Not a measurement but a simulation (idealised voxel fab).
Title: Process Module voxel ribs on slabs
Cross-section cut spans 270 nm and uses square cells 5 nm in size.
A cross-section is written here as square cells arranged in a grid, and it is given in bands from the top down, each band taking up one or more rows of cells.
What a band's entry tells you: where the top is and where the bottom is, as heights in nm, and after that what lies inside, material by material from left to right, each with its width in nm. Empty space is written as the word "air", and a single material marked with the word "everywhere" occupies the band from edge to edge.
Height is counted from the level 0, under which the received wafer is composed throughout of one material. The lowest of the bands is not closed at the bottom but continues downward, in the notation "0..down".
Top row gets the first number, bottom row gets the second, and each row in between changes by the same step: that is how a band width like "30..40" works.
Basically "same as before" means that step didn't change any cell in the cross-section.
"Enclosed cavities": sealed empty spaces, 8 cells or more, no open way to top, listed width x height at distance, with distance from the left edge and width, height and distance in nm.
Read whatever lies past the settings on a step's line as the simulator's own remark about the step.
overlay nm: mask offset rightward from planned place, masked step; negative means leftward offset.

THESE ARE THE STEPS WE PLANNED FOR THE PROCESS
- 1: RECEIVE | material Si
- 2: DIRECTIONAL_DEP | material SiO2 | thk nm 30
- 3: DIRECTIONAL_DEP | material polySi | thk nm 15
- 4: MASKED_ETCH | tone cover | mask id RIB | width nm 30 | etch materials polySi | depth nm 10 | overlay nm 0
- 5: MASKED_ETCH | tone cover | mask id SLAB | width nm 60 | etch materials polySi | depth nm 5 | overlay nm 0
- 6: FILL_DEP | material SiO2 | thk nm 25
- 7: CMP | height nm 60
- 8: DIRECTIONAL_DEP | material W | thk nm 10
- 9: PATTERN | tone cover | mask id HEATER | material resist | width nm 40 | thk nm 20 | overlay nm 0
- 10: DIRECTIONAL_ETCH | etch materials W | depth nm 10
- 11: STRIP | etch materials resist
- 12: CONFORMAL_DEP | material SiN | thk nm 5

CROSS-SECTION OF THE WAFER AT RECEIPT, WHICH IS THE CONDITION AFTER STEP 1
	0..down | Si everywhere
	Enclosed cavities: none

RUN AS PLANNED - FIRST OF THE TWO WAFERS CROSS-SECTIONED AT THE END OF THE MODULE
	75..70 | air 110 nm  SiN 50 nm  air 110 nm
	70..65 | air 110 nm  SiN 5 nm  W 40 nm  SiN 5 nm  air 110 nm
	65..60 | SiN 115 nm  W 40 nm  SiN 115 nm
	60..45 | SiO2 everywhere
	45..35 | SiO2 120 nm  polySi 30 nm  SiO2 120 nm
	35..30 | SiO2 105 nm  polySi 60 nm  SiO2 105 nm
	30..0 | SiO2 everywhere
	0..down | Si everywhere
	Enclosed cavities: none

THIS IS THE SECOND OF THE TWO WAFERS, CROSS-SECTIONED AT THE END OF THE MODULE; IT STARTED EXACTLY LIKE THE FIRST AND WAS GIVEN THE SAME PLAN, BUT IT WAS RUN WITH ONE MISTAKE
	75..70 | air 110 nm  SiN 50 nm  air 110 nm
	70..65 | air 110 nm  SiN 5 nm  W 40 nm  SiN 5 nm  air 110 nm
	65..60 | SiN 115 nm  W 40 nm  SiN 115 nm
	60..45 | SiO2 everywhere
	45..35 | SiO2 125 nm  polySi 30 nm  SiO2 115 nm
	35..30 | SiO2 105 nm  polySi 60 nm  SiO2 105 nm
	30..0 | SiO2 everywhere
	0..down | Si everywhere
	Enclosed cavities: none
So what did we get wrong on this run? step 4 deviated from plan and actually ran as MASKED_ETCH | tone cover | mask id RIB | width nm 30 | etch materials polySi | depth nm 10 | overlay nm 5
End check, second vs first wafer: material counts in cells match, positions do not.
